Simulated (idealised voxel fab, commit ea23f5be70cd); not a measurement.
This section sets out a process module, namely voxel capacitor over wiring.
Cross-sectional view cut (width: 175 nm; square cell size: 5 nm).
A cross-section is a grid of square cells, given in bands from the top down. A band is one or more rows of cells. This entry defines a band. It first specifies the height of the band's top and the height of its bottom in nm, and then specifies the band's materials from left to right, stating each material with its width in nm. The word "edge to edge" identifies a single material that fills the band from edge to edge, while the word "empty" identifies empty space. A quick word on heights: they are counted from 0, and under that level the wafer as it came to us is one material throughout. The lowest band is different from the rest in having no bottom; it simply continues downward, written as in "z 0 and below". Note: "30 to 40" means the width goes from the first number (top row of the band) to the second number (bottom row) in equal steps per row of cells. Take "no alterations made" at face value: in the step it is given for, the cross-section changed in none of its cells. "Cavities, sealed": sealed empty spaces, 8 cells or more, no open way to top, listed width x height at distance, with distance from the left edge and width, height and distance in nm. Note: text after step settings on the step line = simulator remark on that step. A step's line can hold "overlay nm"; with a mask on that step, the setting says how far right of the planned place the mask lay, while a negative setting says it lay to the left.
STEPS IN THE PROCESS PLAN
1: RECEIVE: material Si
2: CONFORMAL_DEP: material SiO2, thk nm 15
3: CONFORMAL_DEP: material SiCN, thk nm 5
4: DIRECTIONAL_DEP: material SiO2, thk nm 15
5: PATTERN: tone open, mask id METAL_1, material resist, width nm 25, pitch nm 80, thk nm 20, overlay nm 0
6: DIRECTIONAL_ETCH: etch materials SiO2, depth nm 15
7: DIRECTIONAL_ETCH: etch materials SiCN, depth nm 5
8: STRIP: etch materials resist
9: CONFORMAL_DEP: material TiN, thk nm 5
10: FILL_DEP: material W, thk nm 10
11: CMP: height nm 35
12: CONFORMAL_DEP: material SiCN, thk nm 5
13: DIRECTIONAL_DEP: material lowk, thk nm 20
14: DIRECTIONAL_DEP: material aC, thk nm 15
15: PATTERN: tone open, mask id PLUG_1, material resist, width nm 15, thk nm 35, overlay nm 0
16: DIRECTIONAL_ETCH: etch materials aC, depth nm 15
17: STRIP: etch materials resist
18: DIRECTIONAL_ETCH: etch materials lowk, depth nm 20
19: DIRECTIONAL_ETCH: etch materials SiCN, depth nm 5
20: STRIP: etch materials aC
21: EPI: material Ru, thk nm 10
22: EPI: material Ru, thk nm 10
23: EPI: material Ru, thk nm 5
24: DIRECTIONAL_DEP: material TiN, thk nm 10
25: DIRECTIONAL_DEP: material Al2O3, thk nm 5
26: DIRECTIONAL_DEP: material TiN, thk nm 5
27: PATTERN: tone cover, mask id UPPER_PLATE, material resist, width nm 50, thk nm 20, overlay nm 0
28: DIRECTIONAL_ETCH: etch materials TiN, depth nm 5
29: DIRECTIONAL_ETCH: etch materials Al2O3, depth nm 5
30: STRIP: etch materials resist
31: DIRECTIONAL_DEP: material aC, thk nm 10
32: PATTERN: tone cover, mask id LOWER_PLATE, material resist, width nm 70, thk nm 30, overlay nm 0
33: DIRECTIONAL_ETCH: etch materials aC, depth nm 10
34: STRIP: etch materials resist
35: DIRECTIONAL_ETCH: etch materials TiN, depth nm 10
36: STRIP: etch materials aC
37: FILL_DEP: material SiO2, thk nm 20
38: CMP: height nm 95
39: MASKED_ETCH: tone open, mask id PLUG_2, width nm 15, etch materials SiO2, depth nm 15, overlay nm 0
40: CONFORMAL_DEP: material TiN, thk nm 5
41: FILL_DEP: material Ru, thk nm 5
42: CMP: height nm 95
43: CONFORMAL_DEP: material SiCN, thk nm 5
Across this set of wafers, the varied parameter is the width nm of step 27. Starting conditions are identical for every wafer, and the plan reports the value assigned to the first wafer.
CUT THROUGH THE FIRST OF SEVERAL WAFERS AS RECEIVED, POST STEP 1
  z 0 and below = Si edge to edge
  Cavities, sealed: none
AT THE END OF THE MODULE, AFTER ITS LAST STEP, STEP 43, THE FIRST OF SEVERAL WAFERS APPEARS IN CROSS-SECTION AS FOLLOWS
  z 100 to 95 = SiCN edge to edge
  z 95 to 85 = 55 of SiO2, 5 of TiN, 5 of Ru, 5 of TiN, 105 of SiO2
  z 85 to 75 = 55 to 50 of SiO2, 15 to 50 of TiN, 105 to 75 of SiO2
  z 75 to 70 = 50 of SiO2, 50 of Al2O3, 75 of SiO2
  z 70 to 60 = 40 of SiO2, 70 of TiN, 65 of SiO2
  z 60 to 40 = 45 of lowk, 15 of Ru, 115 of lowk
  z 40 to 35 = 45 of SiCN, 15 of Ru, 115 of SiCN
  z 35 to 20 = 35 of SiO2, 5 of TiN, 15 of W, 5 of TiN, 55 of SiO2, 5 of TiN, 15 of W, 5 of TiN, 35 of SiO2
  z 20 to 15 = 35 of SiCN, 25 of TiN, 55 of SiCN, 25 of TiN, 35 of SiCN
  z 15 to 0 = SiO2 edge to edge
  z 0 and below = Si edge to edge
  Cavities, sealed: none
WAFER CROSS-SECTION (LAST WAFER, MODULE END)
  z 100 to 95 = SiCN edge to edge
  z 95 to 85 = 55 of SiO2, 5 of TiN, 5 of Ru, 5 of TiN, 105 of SiO2
  z 85 to 75 = 55 to 40 of SiO2, 15 to 70 of TiN, 105 to 65 of SiO2
  z 75 to 70 = 40 of SiO2, 75 of Al2O3, 60 of SiO2
  z 70 to 60 = 40 of SiO2, 75 of TiN, 60 of SiO2
  z 60 to 40 = 45 of lowk, 15 of Ru, 115 of lowk
  z 40 to 35 = 45 of SiCN, 15 of Ru, 115 of SiCN
  z 35 to 20 = 35 of SiO2, 5 of TiN, 15 of W, 5 of TiN, 55 of SiO2, 5 of TiN, 15 of W, 5 of TiN, 35 of SiO2
  z 20 to 15 = 35 of SiCN, 25 of TiN, 55 of SiCN, 25 of TiN, 35 of SiCN
  z 15 to 0 = SiO2 edge to edge
  z 0 and below = Si edge to edge
  Cavities, sealed: none
BELOW, A ROW FOR EVERY WAFER. READ IT AS THE END-OF-MODULE PICTURE: FOR EACH MATERIAL THE WAFER SHOWS ITS CELLS GAINED (+) OR LOST (-) SINCE IT WAS RECEIVED, AND THEN ITS CLOSED VOIDS
width nm 50 | +10 Al2O3 | +17 Ru | +92 SiCN | +368 SiO2 | +67 TiN | +18 W | +128 lowk | Cavities, sealed: none
width nm 55 | +11 Al2O3 | +17 Ru | +92 SiCN | +366 SiO2 | +68 TiN | +18 W | +128 lowk | Cavities, sealed: none
width nm 60 | +12 Al2O3 | +17 Ru | +92 SiCN | +364 SiO2 | +69 TiN | +18 W | +128 lowk | Cavities, sealed: none
width nm 65 | +13 Al2O3 | +17 Ru | +92 SiCN | +362 SiO2 | +70 TiN | +18 W | +128 lowk | Cavities, sealed: none
width nm 70 | +14 Al2O3 | +17 Ru | +92 SiCN | +360 SiO2 | +71 TiN | +18 W | +128 lowk | Cavities, sealed: none
width nm 75 | +15 Al2O3 | +17 Ru | +92 SiCN | +357 SiO2 | +73 TiN | +18 W | +128 lowk | Cavities, sealed: none
